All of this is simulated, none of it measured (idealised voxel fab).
process module | voxel transistor to metal
cross-section cut | 145 nm wide | cells 5 nm
A cross-section is a grid of square cells, given in bands from the top down. A band is one or more rows of cells.
Each band's line starts with the height of the band's top and of its bottom, in nm. Then come its materials from left to right, each with its width in nm. One material with "throughout" fills the band from edge to edge. "air" is empty space.
Height 0 is the level under which the wafer as received is all one material. The lowest band goes on downwards, as in "0 down".
A width such as "30 to 40" changes by the same amount from each row of cells to the next, from the band's top row to its bottom row.
"no change" after a step means that no cell of the cross-section changed.
closed voids: empty space of 8 cells or more with no open way to the top, each as width x height at its distance from the left edge, in nm
after a step's settings: what the simulator itself notes on the step
overlay nm, on a step with a mask: how far to the right of its planned place the mask lay; to the left if negative
plan
1 op RECEIVE | material Si
2 op OXIDIZE | depth nm 5
3 op CONFORMAL_DEP | material SiN | thk nm 15
4 op DIRECTIONAL_DEP | material aC | thk nm 10
5 op PATTERN | tone cover | mask id ACTIVE | material resist | width nm 100 | thk nm 30 | overlay nm 0
6 op DIRECTIONAL_ETCH | etch materials aC | depth nm 10
7 op STRIP | etch materials resist
8 op DIRECTIONAL_ETCH | etch materials SiN | depth nm 15
9 op DIRECTIONAL_ETCH | etch materials SiO2 | depth nm 5
10 op DIRECTIONAL_ETCH | etch materials Si | depth nm 25
11 op STRIP | etch materials aC
12 op FILL_DEP | material SiO2 | thk nm 15
13 op CMP | height nm 15
14 op SELECTIVE_ETCH | etch materials SiO2 | depth nm 10
15 op STRIP | etch materials SiN
16 op SELECTIVE_ETCH | etch materials SiO2 | depth nm 5
17 op OXIDIZE | depth nm 5
18 op DIRECTIONAL_DEP | material polySi | thk nm 20
19 op DIRECTIONAL_DEP | material SiCN | thk nm 15
20 op PATTERN | tone cover | mask id GATE | material resist | width nm 20 | thk nm 15 | overlay nm 0
21 op DIRECTIONAL_ETCH | etch materials SiCN | depth nm 25
22 op DIRECTIONAL_ETCH | etch materials polySi | depth nm 30
23 op STRIP | etch materials resist
24 op CONFORMAL_DEP | material SiO2 | thk nm 5
25 op DIRECTIONAL_ETCH | etch materials SiO2 | depth nm 5
26 op CONFORMAL_DEP | material SiN | thk nm 5
27 op DIRECTIONAL_ETCH | etch materials SiN | depth nm 5
28 op DIRECTIONAL_ETCH | etch materials SiO2 | depth nm 5
29 op DIRECTIONAL_ETCH | etch materials Si | depth nm 10
30 op EPI | material nSi | thk nm 10
31 op FILL_DEP | material SiO2 | thk nm 5
32 op CMP | height nm 30
33 op DIRECTIONAL_DEP | material SiO2 | thk nm 10
34 op PATTERN | tone open | mask id CONTACT | material resist | width nm 30 | pitch nm 60 | thk nm 20 | overlay nm 0
35 op DIRECTIONAL_ETCH | etch materials SiO2 | depth nm 50
36 op STRIP | etch materials resist
37 op CONFORMAL_DEP | material TiN | thk nm 5
38 op FILL_DEP | material W | thk nm 10
39 op CMP | height nm 40
40 op CONFORMAL_DEP | material SiCN | thk nm 5
41 op DIRECTIONAL_DEP | material lowk | thk nm 15
42 op PATTERN | tone open | mask id METAL_1 | material resist | width nm 20 | pitch nm 70 | thk nm 15 | overlay nm 0
43 op DIRECTIONAL_ETCH | etch materials lowk | depth nm 15
44 op DIRECTIONAL_ETCH | etch materials SiCN | depth nm 5
45 op STRIP | etch materials resist
46 op CONFORMAL_DEP | material TiN | thk nm 5
47 op FILL_DEP | material Cu | thk nm 10
48 op CMP | height nm 60
49 op CONFORMAL_DEP | material SiCN | thk nm 5
50 op DIRECTIONAL_DEP | material SiO2 | thk nm 35
51 op DIRECTIONAL_DEP | material aC | thk nm 10
52 op PATTERN | tone open | mask id METAL_2_HOLES | material resist | width nm 15 | pitch nm 70 | thk nm 25 | overlay nm 0
53 op DIRECTIONAL_ETCH | etch materials aC | depth nm 10
54 op STRIP | etch materials resist
55 op DIRECTIONAL_ETCH | etch materials SiO2 | depth nm 35
56 op STRIP | etch materials aC
57 op PATTERN | tone open | mask id METAL_2 | material resist | width nm 20 | pitch nm 70 | thk nm 15 | overlay nm 0
58 op DIRECTIONAL_ETCH | etch materials SiO2 | depth nm 20
59 op DIRECTIONAL_ETCH | etch materials SiCN | depth nm 5
60 op STRIP | etch materials resist
61 op CONFORMAL_DEP | material TiN | thk nm 5
62 op FILL_DEP | material Cu | thk nm 10
63 op CMP | height nm 100
64 op CONFORMAL_DEP | material SiN | thk nm 5
first wafer, as planned
as received, after step 1
  0 down: Si throughout
  closed voids: none
after step 2
  0 to -5: SiO2 throughout
  below -5: unchanged
after step 3
  15 to 0: SiN throughout
  below 0: unchanged
after step 4
  25 to 15: aC throughout
  below 15: unchanged
after step 5
  55 to 25: air 20 | resist 100 | air 25
  below 25: unchanged
after step 6
  45 to 25: air 20 | resist 100 | air 25
  25 to 15: air 20 | aC 100 | air 25
  below 15: unchanged
after step 7
  25 to 15: air 20 | aC 100 | air 25
  below 15: unchanged
after step 8
  25 to 15: air 20 | aC 100 | air 25
  15 to 0: air 20 | SiN 100 | air 25
  below 0: unchanged
after step 9
  25 to 15: air 20 | aC 100 | air 25
  15 to 0: air 20 | SiN 100 | air 25
  0 to -5: air 20 | SiO2 100 | air 25
  below -5: unchanged
after step 10
  25 to 15: air 20 | aC 100 | air 25
  15 to 0: air 20 | SiN 100 | air 25
  0 to -5: air 20 | SiO2 100 | air 25
  -5 to -30: air 20 | Si 100 | air 25
  below -30: unchanged
after step 11
  15 to 0: air 20 | SiN 100 | air 25
  below 0: unchanged
after step 12
  30 to 15: SiO2 throughout
  15 to 0: SiO2 20 | SiN 100 | SiO2 25
  0 to -5: SiO2 throughout
  -5 to -30: SiO2 20 | Si 100 | SiO2 25
  below -30: unchanged
after step 13
  15 to 0: SiO2 20 | SiN 100 | SiO2 25
  below 0: unchanged
after step 14
  15 to 5: air 20 | SiN 100 | air 25
  below 5: unchanged
after step 15
  5 to 0: SiO2 20 | air 100 | SiO2 25
  below 0: unchanged
after step 16
  0 to -5: SiO2 15 | air 110 | SiO2 20
  below -5: unchanged
after step 17
  0 to -5: SiO2 15 | air 110 | SiO2 20
  -5 to -10: SiO2 throughout
  below -10: unchanged
after step 18
  20 to 15: polySi 15 | air 110 | polySi 20
  15 to 0: polySi throughout
  0 to -5: SiO2 15 | polySi 110 | SiO2 20
  below -5: unchanged
after step 19
  35 to 30: SiCN 15 | air 110 | SiCN 20
  30 to 20: SiCN throughout
  20 to 15: polySi 15 | SiCN 110 | polySi 20
  below 15: unchanged
after step 20
  50 to 35: air 60 | resist 20 | air 65
  35 to 30: SiCN 15 | air 45 | resist 20 | air 45 | SiCN 20
  below 30: unchanged
after step 21
  50 to 30: air 60 | resist 20 | air 65
  30 to 20: air 60 | SiCN 20 | air 65
  20 to 15: polySi 15 | air 45 | SiCN 20 | air 45 | polySi 20
  below 15: unchanged
after step 22
  50 to 30: air 60 | resist 20 | air 65
  30 to 15: air 60 | SiCN 20 | air 65
  15 to 0: air 60 | polySi 20 | air 65
  0 to -5: SiO2 15 | air 45 | polySi 20 | air 45 | SiO2 20
  below -5: unchanged
after step 23
  30 to 15: air 60 | SiCN 20 | air 65
  below 15: unchanged
after step 24
  35 to 30: air 55 | SiO2 30 | air 60
  30 to 15: air 55 | SiO2 5 | SiCN 20 | SiO2 5 | air 60
  15 to 5: air 55 | SiO2 5 | polySi 20 | SiO2 5 | air 60
  5 to 0: SiO2 20 | air 35 | SiO2 5 | polySi 20 | SiO2 5 | air 35 | SiO2 25
  0 to -5: SiO2 60 | polySi 20 | SiO2 65
  below -5: unchanged
after step 25
  30 to 15: air 55 | SiO2 5 | SiCN 20 | SiO2 5 | air 60
  15 to 0: air 55 | SiO2 5 | polySi 20 | SiO2 5 | air 60
  0 to -5: SiO2 20 | air 35 | SiO2 5 | polySi 20 | SiO2 5 | air 35 | SiO2 25
  below -5: unchanged
after step 26
  35 to 30: air 50 | SiN 40 | air 55
  30 to 15: air 50 | SiN 5 | SiO2 5 | SiCN 20 | SiO2 5 | SiN 5 | air 55
  15 to 5: air 50 | SiN 5 | SiO2 5 | polySi 20 | SiO2 5 | SiN 5 | air 55
  5 to 0: SiN 25 | air 25 | SiN 5 | SiO2 5 | polySi 20 | SiO2 5 | SiN 5 | air 25 | SiN 30
  0 to -5: SiO2 20 | SiN 35 | SiO2 5 | polySi 20 | SiO2 5 | SiN 35 | SiO2 25
  below -5: unchanged
after step 27
  30 to 15: air 50 | SiN 5 | SiO2 5 | SiCN 20 | SiO2 5 | SiN 5 | air 55
  15 to 0: air 50 | SiN 5 | SiO2 5 | polySi 20 | SiO2 5 | SiN 5 | air 55
  0 to -5: SiO2 20 | SiN 5 | air 25 | SiN 5 | SiO2 5 | polySi 20 | SiO2 5 | SiN 5 | air 25 | SiN 5 | SiO2 25
  below -5: unchanged
after step 28
  30 to 25: air 50 | SiN 5 | air 5 | SiCN 20 | air 5 | SiN 5 | air 55
  25 to 15: air 50 | SiN 5 | SiO2 5 | SiCN 20 | SiO2 5 | SiN 5 | air 55
  15 to 0: air 50 | SiN 5 | SiO2 5 | polySi 20 | SiO2 5 | SiN 5 | air 55
  0 to -5: air 20 | SiN 5 | air 25 | SiN 5 | SiO2 5 | polySi 20 | SiO2 5 | SiN 5 | air 25 | SiN 5 | air 25
  -5 to -10: SiO2 25 | air 25 | SiO2 40 | air 25 | SiO2 30
  below -10: unchanged
after step 29
  30 to 25: air 50 | SiN 5 | air 5 | SiCN 20 | air 5 | SiN 5 | air 55
  25 to 15: air 50 | SiN 5 | SiO2 5 | SiCN 20 | SiO2 5 | SiN 5 | air 55
  15 to 0: air 50 | SiN 5 | SiO2 5 | polySi 20 | SiO2 5 | SiN 5 | air 55
  0 to -5: air 20 | SiN 5 | air 25 | SiN 5 | SiO2 5 | polySi 20 | SiO2 5 | SiN 5 | air 25 | SiN 5 | air 25
  -5 to -10: SiO2 25 | air 25 | SiO2 40 | air 25 | SiO2 30
  -10 to -20: SiO2 20 | Si 5 | air 25 | Si 40 | air 25 | Si 5 | SiO2 25
  below -20: unchanged
after step 30
  30 to 25: air 50 | SiN 5 | air 5 | SiCN 20 | air 5 | SiN 5 | air 55
  25 to 15: air 50 | SiN 5 | SiO2 5 | SiCN 20 | SiO2 5 | SiN 5 | air 55
  15 to 0: air 50 | SiN 5 | SiO2 5 | polySi 20 | SiO2 5 | SiN 5 | air 55
  0 to -5: air 20 | SiN 5 | nSi 10 | air 5 | nSi 10 | SiN 5 | SiO2 5 | polySi 20 | SiO2 5 | SiN 5 | nSi 10 | air 5 | nSi 10 | SiN 5 | air 25
  -5 to -10: SiO2 25 | nSi 10 | air 5 | nSi 10 | SiO2 40 | nSi 10 | air 5 | nSi 10 | SiO2 30
  -10 to -20: SiO2 20 | Si 5 | nSi 25 | Si 40 | nSi 25 | Si 5 | SiO2 25
  below -20: unchanged
after step 31
  35 to 30: SiO2 throughout
  30 to 15: SiO2 50 | SiN 5 | SiO2 5 | SiCN 20 | SiO2 5 | SiN 5 | SiO2 55
  15 to 0: SiO2 50 | SiN 5 | SiO2 5 | polySi 20 | SiO2 5 | SiN 5 | SiO2 55
  0 to -5: SiO2 20 | SiN 5 | nSi 10 | SiO2 5 | nSi 10 | SiN 5 | SiO2 5 | polySi 20 | SiO2 5 | SiN 5 | nSi 10 | SiO2 5 | nSi 10 | SiN 5 | SiO2 25
  -5 to -10: SiO2 25 | nSi 10 | SiO2 5 | nSi 10 | SiO2 40 | nSi 10 | SiO2 5 | nSi 10 | SiO2 30
  below -10: unchanged
after step 32
  30 to 15: SiO2 50 | SiN 5 | SiO2 5 | SiCN 20 | SiO2 5 | SiN 5 | SiO2 55
  below 15: unchanged
after step 33
  40 to 30: SiO2 throughout
  below 30: unchanged
after step 34
  60 to 40: resist 25 | air 30 | resist 30 | air 30 | resist 30
  below 40: unchanged
after step 35
  60 to 40: resist 25 | air 30 | resist 30 | air 30 | resist 30
  40 to 30: SiO2 25 | air 30 | SiO2 30 | air 30 | SiO2 30
  30 to 15: SiO2 25 | air 25 | SiN 5 | SiO2 5 | SiCN 20 | SiO2 5 | SiN 5 | air 25 | SiO2 30
  15 to 0: SiO2 25 | air 25 | SiN 5 | SiO2 5 | polySi 20 | SiO2 5 | SiN 5 | air 25 | SiO2 30
  0 to -5: SiO2 20 | SiN 5 | nSi 10 | air 5 | nSi 10 | SiN 5 | SiO2 5 | polySi 20 | SiO2 5 | SiN 5 | nSi 10 | air 5 | nSi 10 | SiN 5 | SiO2 25
  -5 to -10: SiO2 25 | nSi 10 | air 5 | nSi 10 | SiO2 40 | nSi 10 | air 5 | nSi 10 | SiO2 30
  below -10: unchanged
after step 36
  40 to 30: SiO2 25 | air 30 | SiO2 30 | air 30 | SiO2 30
  below 30: unchanged
after step 37
  45 to 40: TiN 30 | air 20 | TiN 40 | air 20 | TiN 35
  40 to 30: SiO2 25 | TiN 5 | air 20 to 15 | TiN 5 to 10 | SiO2 30 | TiN 5 to 10 | air 20 to 15 | TiN 5 | SiO2 30
  30 to 15: SiO2 25 | TiN 5 | air 15 | TiN 5 | SiN 5 | SiO2 5 | SiCN 20 | SiO2 5 | SiN 5 | TiN 5 | air 15 | TiN 5 | SiO2 30
  15 to 5: SiO2 25 | TiN 5 | air 15 | TiN 5 | SiN 5 | SiO2 5 | polySi 20 | SiO2 5 | SiN 5 | TiN 5 | air 15 | TiN 5 | SiO2 30
  5 to 0: SiO2 25 | TiN 25 | SiN 5 | SiO2 5 | polySi 20 | SiO2 5 | SiN 5 | TiN 25 | SiO2 30
  0 to -5: SiO2 20 | SiN 5 | nSi 10 | TiN 5 | nSi 10 | SiN 5 | SiO2 5 | polySi 20 | SiO2 5 | SiN 5 | nSi 10 | TiN 5 | nSi 10 | SiN 5 | SiO2 25
  -5 to -10: SiO2 25 | nSi 10 | TiN 5 | nSi 10 | SiO2 40 | nSi 10 | TiN 5 | nSi 10 | SiO2 30
  below -10: unchanged
after step 38
  55 to 45: W throughout
  45 to 40: TiN 30 | W 20 | TiN 40 | W 20 | TiN 35
  40 to 30: SiO2 25 | TiN 5 | W 20 to 15 | TiN 5 to 10 | SiO2 30 | TiN 5 to 10 | W 20 to 15 | TiN 5 | SiO2 30
  30 to 15: SiO2 25 | TiN 5 | W 15 | TiN 5 | SiN 5 | SiO2 5 | SiCN 20 | SiO2 5 | SiN 5 | TiN 5 | W 15 | TiN 5 | SiO2 30
  15 to 5: SiO2 25 | TiN 5 | W 15 | TiN 5 | SiN 5 | SiO2 5 | polySi 20 | SiO2 5 | SiN 5 | TiN 5 | W 15 | TiN 5 | SiO2 30
  below 5: unchanged
after step 39
  40 to 30: SiO2 25 | TiN 5 | W 20 to 15 | TiN 5 to 10 | SiO2 30 | TiN 5 to 10 | W 20 to 15 | TiN 5 | SiO2 30
  below 30: unchanged
after step 40
  45 to 40: SiCN throughout
  below 40: unchanged
after step 41
  60 to 45: lowk throughout
  below 45: unchanged
after step 42
  75 to 60: resist 25 | air 20 | resist 50 | air 20 | resist 30
  below 60: unchanged
after step 43
  75 to 60: resist 25 | air 20 | resist 50 | air 20 | resist 30
  60 to 45: lowk 25 | air 20 | lowk 50 | air 20 | lowk 30
  below 45: unchanged
after step 44
  75 to 60: resist 25 | air 20 | resist 50 | air 20 | resist 30
  60 to 45: lowk 25 | air 20 | lowk 50 | air 20 | lowk 30
  45 to 40: SiCN 25 | air 20 | SiCN 50 | air 20 | SiCN 30
  below 40: unchanged
after step 45
  60 to 45: lowk 25 | air 20 | lowk 50 | air 20 | lowk 30
  below 45: unchanged
after step 46
  65 to 60: TiN 30 | air 10 | TiN 60 | air 10 | TiN 35
  60 to 45: lowk 25 | TiN 5 | air 10 | TiN 5 | lowk 50 | TiN 5 | air 10 | TiN 5 | lowk 30
  45 to 40: SiCN 25 | TiN 20 | SiCN 50 | TiN 20 | SiCN 30
  below 40: unchanged
after step 47
  75 to 65: Cu throughout
  65 to 60: TiN 30 | Cu 10 | TiN 60 | Cu 10 | TiN 35
  60 to 45: lowk 25 | TiN 5 | Cu 10 | TiN 5 | lowk 50 | TiN 5 | Cu 10 | TiN 5 | lowk 30
  below 45: unchanged
after step 48
  60 to 45: lowk 25 | TiN 5 | Cu 10 | TiN 5 | lowk 50 | TiN 5 | Cu 10 | TiN 5 | lowk 30
  below 45: unchanged
after step 49
  65 to 60: SiCN throughout
  below 60: unchanged
after step 50
  100 to 65: SiO2 throughout
  below 65: unchanged
after step 51
  110 to 100: aC throughout
  below 100: unchanged
after step 52
  135 to 110: resist 25 | air 15 | resist 55 | air 15 | resist 35
  below 110: unchanged
after step 53
  125 to 110: resist 25 | air 15 | resist 55 | air 15 | resist 35
  110 to 100: aC 25 | air 15 | aC 55 | air 15 | aC 35
  below 100: unchanged
after step 54
  110 to 100: aC 25 | air 15 | aC 55 | air 15 | aC 35
  below 100: unchanged
after step 55
  110 to 100: aC 25 | air 15 | aC 55 | air 15 | aC 35
  100 to 65: SiO2 25 | air 15 | SiO2 55 | air 15 | SiO2 35
  below 65: unchanged
after step 56
  100 to 65: SiO2 25 | air 15 | SiO2 55 | air 15 | SiO2 35
  below 65: unchanged
after step 57
  115 to 100: resist 25 | air 20 | resist 50 | air 20 | resist 30
  below 100: unchanged
after step 58
  115 to 100: resist 25 | air 20 | resist 50 | air 20 | resist 30
  100 to 80: SiO2 25 | air 20 | SiO2 50 | air 20 | SiO2 30
  below 80: unchanged
after step 59
  115 to 100: resist 25 | air 20 | resist 50 | air 20 | resist 30
  100 to 80: SiO2 25 | air 20 | SiO2 50 | air 20 | SiO2 30
  80 to 65: SiO2 25 | air 15 | SiO2 55 | air 15 | SiO2 35
  65 to 60: SiCN 25 | air 15 | SiCN 55 | air 15 | SiCN 35
  below 60: unchanged
after step 60
  100 to 80: SiO2 25 | air 20 | SiO2 50 | air 20 | SiO2 30
  below 80: unchanged
after step 61
  105 to 100: TiN 30 | air 10 | TiN 60 | air 10 | TiN 35
  100 to 85: SiO2 25 | TiN 5 | air 10 | TiN 5 | SiO2 50 | TiN 5 | air 10 | TiN 5 | SiO2 30
  85 to 80: SiO2 25 | TiN 5 | air 5 | TiN 10 | SiO2 50 | TiN 5 | air 5 | TiN 10 | SiO2 30
  80 to 65: SiO2 25 | TiN 5 | air 5 | TiN 5 | SiO2 55 | TiN 5 | air 5 | TiN 5 | SiO2 35
  65 to 60: SiCN 25 | TiN 15 | SiCN 55 | TiN 15 | SiCN 35
  below 60: unchanged
after step 62
  115 to 105: Cu throughout
  105 to 100: TiN 30 | Cu 10 | TiN 60 | Cu 10 | TiN 35
  100 to 85: SiO2 25 | TiN 5 | Cu 10 | TiN 5 | SiO2 50 | TiN 5 | Cu 10 | TiN 5 | SiO2 30
  85 to 80: SiO2 25 | TiN 5 | Cu 5 | TiN 10 | SiO2 50 | TiN 5 | Cu 5 | TiN 10 | SiO2 30
  80 to 65: SiO2 25 | TiN 5 | Cu 5 | TiN 5 | SiO2 55 | TiN 5 | Cu 5 | TiN 5 | SiO2 35
  below 65: unchanged
after step 63
  100 to 85: SiO2 25 | TiN 5 | Cu 10 | TiN 5 | SiO2 50 | TiN 5 | Cu 10 | TiN 5 | SiO2 30
  below 85: unchanged
after step 64
  105 to 100: SiN throughout
  below 100: unchanged
second wafer: like start, like plan, one mistake. Through step 38 it matches the first wafer
when step 39 should have ended
  45 to 40: TiN 30 | W 20 | TiN 40 | W 20 | TiN 35
  below 40: unchanged
when step 40 should have ended
  50 to 45: SiCN throughout
  below 45: unchanged
when step 41 should have ended
  65 to 50: lowk throughout
  below 50: unchanged
when step 42 should have ended
  80 to 65: resist 25 | air 20 | resist 50 | air 20 | resist 30
  below 65: unchanged
when step 43 should have ended
  80 to 65: resist 25 | air 20 | resist 50 | air 20 | resist 30
  65 to 50: lowk 25 | air 20 | lowk 50 | air 20 | lowk 30
  below 50: unchanged
when step 44 should have ended
  80 to 65: resist 25 | air 20 | resist 50 | air 20 | resist 30
  65 to 50: lowk 25 | air 20 | lowk 50 | air 20 | lowk 30
  50 to 45: SiCN 25 | air 20 | SiCN 50 | air 20 | SiCN 30
  below 45: unchanged
when step 45 should have ended
  65 to 50: lowk 25 | air 20 | lowk 50 | air 20 | lowk 30
  below 50: unchanged
when step 46 should have ended
  70 to 65: TiN 30 | air 10 | TiN 60 | air 10 | TiN 35
  65 to 50: lowk 25 | TiN 5 | air 10 | TiN 5 | lowk 50 | TiN 5 | air 10 | TiN 5 | lowk 30
  50 to 45: SiCN 25 | TiN 20 | SiCN 50 | TiN 20 | SiCN 30
  below 45: unchanged
when step 47 should have ended
  80 to 70: Cu throughout
  70 to 65: TiN 30 | Cu 10 | TiN 60 | Cu 10 | TiN 35
  65 to 50: lowk 25 | TiN 5 | Cu 10 | TiN 5 | lowk 50 | TiN 5 | Cu 10 | TiN 5 | lowk 30
  below 50: unchanged
when step 48 should have ended
  60 to 50: lowk 25 | TiN 5 | Cu 10 | TiN 5 | lowk 50 | TiN 5 | Cu 10 | TiN 5 | lowk 30
  below 50: unchanged
when step 49 should have ended
  65 to 60: SiCN throughout
  below 60: unchanged
when step 50 should have ended
  100 to 65: SiO2 throughout
  below 65: unchanged
when step 51 should have ended
  110 to 100: aC throughout
  below 100: unchanged
when step 52 should have ended
  135 to 110: resist 25 | air 15 | resist 55 | air 15 | resist 35
  below 110: unchanged
when step 53 should have ended
  125 to 110: resist 25 | air 15 | resist 55 | air 15 | resist 35
  110 to 100: aC 25 | air 15 | aC 55 | air 15 | aC 35
  below 100: unchanged
when step 54 should have ended
  110 to 100: aC 25 | air 15 | aC 55 | air 15 | aC 35
  below 100: unchanged
when step 55 should have ended
  110 to 100: aC 25 | air 15 | aC 55 | air 15 | aC 35
  100 to 65: SiO2 25 | air 15 | SiO2 55 | air 15 | SiO2 35
  below 65: unchanged
when step 56 should have ended
  100 to 65: SiO2 25 | air 15 | SiO2 55 | air 15 | SiO2 35
  below 65: unchanged
when step 57 should have ended
  115 to 100: resist 25 | air 20 | resist 50 | air 20 | resist 30
  below 100: unchanged
when step 58 should have ended
  115 to 100: resist 25 | air 20 | resist 50 | air 20 | resist 30
  100 to 80: SiO2 25 | air 20 | SiO2 50 | air 20 | SiO2 30
  below 80: unchanged
when step 59 should have ended
  115 to 100: resist 25 | air 20 | resist 50 | air 20 | resist 30
  100 to 80: SiO2 25 | air 20 | SiO2 50 | air 20 | SiO2 30
  80 to 65: SiO2 25 | air 15 | SiO2 55 | air 15 | SiO2 35
  65 to 60: SiCN 25 | air 15 | SiCN 55 | air 15 | SiCN 35
  below 60: unchanged
when step 60 should have ended
  100 to 80: SiO2 25 | air 20 | SiO2 50 | air 20 | SiO2 30
  below 80: unchanged
when step 61 should have ended
  105 to 100: TiN 30 | air 10 | TiN 60 | air 10 | TiN 35
  100 to 85: SiO2 25 | TiN 5 | air 10 | TiN 5 | SiO2 50 | TiN 5 | air 10 | TiN 5 | SiO2 30
  85 to 80: SiO2 25 | TiN 5 | air 5 | TiN 10 | SiO2 50 | TiN 5 | air 5 | TiN 10 | SiO2 30
  80 to 65: SiO2 25 | TiN 5 | air 5 | TiN 5 | SiO2 55 | TiN 5 | air 5 | TiN 5 | SiO2 35
  65 to 60: SiCN 25 | TiN 15 | SiCN 55 | TiN 15 | SiCN 35
  below 60: unchanged
when step 62 should have ended
  115 to 105: Cu throughout
  105 to 100: TiN 30 | Cu 10 | TiN 60 | Cu 10 | TiN 35
  100 to 85: SiO2 25 | TiN 5 | Cu 10 | TiN 5 | SiO2 50 | TiN 5 | Cu 10 | TiN 5 | SiO2 30
  85 to 80: SiO2 25 | TiN 5 | Cu 5 | TiN 10 | SiO2 50 | TiN 5 | Cu 5 | TiN 10 | SiO2 30
  80 to 65: SiO2 25 | TiN 5 | Cu 5 | TiN 5 | SiO2 55 | TiN 5 | Cu 5 | TiN 5 | SiO2 35
  below 65: unchanged
when step 63 should have ended
  100 to 85: SiO2 25 | TiN 5 | Cu 10 | TiN 5 | SiO2 50 | TiN 5 | Cu 10 | TiN 5 | SiO2 30
  below 85: unchanged
when step 64 should have ended
  105 to 100: SiN throughout
  below 100: unchanged
what went wrong: step 39 ran as: op CMP | height nm 45
at the end the second wafer has, in cells: 4 fewer of Cu | 17 more of TiN | 8 more of W | 21 fewer of lowk
